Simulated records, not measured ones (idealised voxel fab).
Module name: voxel self aligned vias (process module)
In the cross-section labelled cut, the width is 235 nm and each square cell is 5 nm.
A cross-section is written here as square cells arranged in a grid, and it is given in bands from the top down, each band taking up one or more rows of cells. It is stipulated that each band's entry specify, in nanometres, the height of the top of the band and then that of its bottom, followed by the materials of the band in left-to-right sequence, each together with its width in nanometres. A single material marked by the word "everywhere" is understood to fill the band from edge to edge; the word "empty" is understood to denote empty space. Where do heights start? At 0: under that level the wafer as delivered is made of one material only. And the lowest band has no floor; it just carries on downward, as in "0 -> down". Width spec "30->40" -> top row of cells at first value, bottom row at second value, equal per-row change in between. For the purposes of this document, the phrase "remained unchanged" attached to a step denotes that no cell within the cross-section was modified by that step. Heads up: "Fully closed voids" only lists the empty pockets with no open path to the top that are 8 cells or more, and it writes them as width x height at distance, distance from the left edge, in nm. What comes after the settings on a step's line is commentary from the simulator itself on that step. overlay nm: how far to the right of its planned place the mask lay on this masked step (negative: to the left).
Process steps - plan
1,RECEIVE with material Si
2,CONFORMAL_DEP with material SiO2, thk nm 10
3,CONFORMAL_DEP with material SiCN, thk nm 5
4,DIRECTIONAL_DEP with material lowk, thk nm 30
5,DIRECTIONAL_DEP with material aC, thk nm 10
6,PATTERN with tone open, mask id LINES, material resist, width nm 20, pitch nm 55, thk nm 30, overlay nm 0
7,DIRECTIONAL_ETCH with etch materials aC, depth nm 10
8,STRIP with etch materials resist
9,DIRECTIONAL_ETCH with etch materials lowk, depth nm 30
10,STRIP with etch materials aC
11,CONFORMAL_DEP with material TiN, thk nm 5
12,FILL_DEP with material Ru, thk nm 10
13,CMP with height nm 45
14,SELECTIVE_ETCH with etch materials W Ru TiN, depth nm 10
15,FILL_DEP with material SiN, thk nm 10
16,CMP with height nm 45
17,DIRECTIONAL_DEP with material lowk, thk nm 15
18,PATTERN with tone open, mask id VIAS, material resist, width nm 30, pitch nm 110, thk nm 15, overlay nm 0
19,DIRECTIONAL_ETCH with etch materials lowk, depth nm 15
20,DIRECTIONAL_ETCH with etch materials SiN, depth nm 10
21,STRIP with etch materials resist
22,CONFORMAL_DEP with material TiN, thk nm 5
23,FILL_DEP with material Cu, thk nm 5
24,CMP with height nm 60
25,CONFORMAL_DEP with material SiN, thk nm 5
Incoming wafer in cross-section (state: after step 1)
- 0 -> down  Si everywhere
- Fully closed voids: none
Run as planned - first of the two wafers cross-sectioned at the end of the module
- 65 -> 60  SiN everywhere
- 60 -> 50  45 of lowk | 5 of TiN | 20 of Cu | 5 of TiN | 80 of lowk | 5 of TiN | 20 of Cu | 5 of TiN | 50 of lowk
- 50 -> 45  45 of lowk | 10 of TiN | 10 of Cu | 10 of TiN | 80 of lowk | 10 of TiN | 10 of Cu | 10 of TiN | 50 of lowk
- 45 -> 40  50 of lowk | 5 of TiN | 10 of Cu | 5 of TiN | 35 of lowk | 20 of SiN | 35 of lowk | 5 of TiN | 10 of Cu | 5 of TiN | 55 of lowk
- 40 -> 35  50 of lowk | 20 of TiN | 35 of lowk | 20 of SiN | 35 of lowk | 20 of TiN | 55 of lowk
- 35 -> 20  50 of lowk | 5 of TiN | 10 of Ru | 5 of TiN | 35 of lowk | 5 of TiN | 10 of Ru | 5 of TiN | 35 of lowk | 5 of TiN | 10 of Ru | 5 of TiN | 55 of lowk
- 20 -> 15  50 of lowk | 20 of TiN | 35 of lowk | 20 of TiN | 35 of lowk | 20 of TiN | 55 of lowk
- 15 -> 10  SiCN everywhere
- 10 -> 0  SiO2 everywhere
- 0 -> down  Si everywhere
- Fully closed voids: none
End-of-module cross-section of the second wafer: identical starting point and process plan to the first, with one processing mistake
- 65 -> 60  SiN everywhere
- 60 -> 50  45 of lowk | 5 of TiN | 20 of Cu | 5 of TiN | 80 of lowk | 5 of TiN | 20 of Cu | 5 of TiN | 50 of lowk
- 50 -> 45  45 of lowk | 30 of TiN | 80 of lowk | 30 of TiN | 50 of lowk
- 45 -> 35  55 of lowk | 10 of TiN | 45 of lowk | 10 of SiN | 45 of lowk | 10 of TiN | 60 of lowk
- 35 -> 20  55 of lowk | 10 of Ru | 45 of lowk | 10 of Ru | 45 of lowk | 10 of Ru | 60 of lowk
- 20 -> 15  lowk everywhere
- 15 -> 10  SiCN everywhere
- 10 -> 0  SiO2 everywhere
- 0 -> down  Si everywhere
- Fully closed voids: none
Against the plan, the run slipped here: it should be noted that step 11 was executed with settings other than those planned, the operation and settings actually applied being CONFORMAL_DEP with material lowk, thk nm 5
Wafer comparison, final, in cells, second relative to first, materials more or fewer: Cu: 8 fewer; SiN: 4 fewer; TiN: 30 fewer; lowk: 42 more
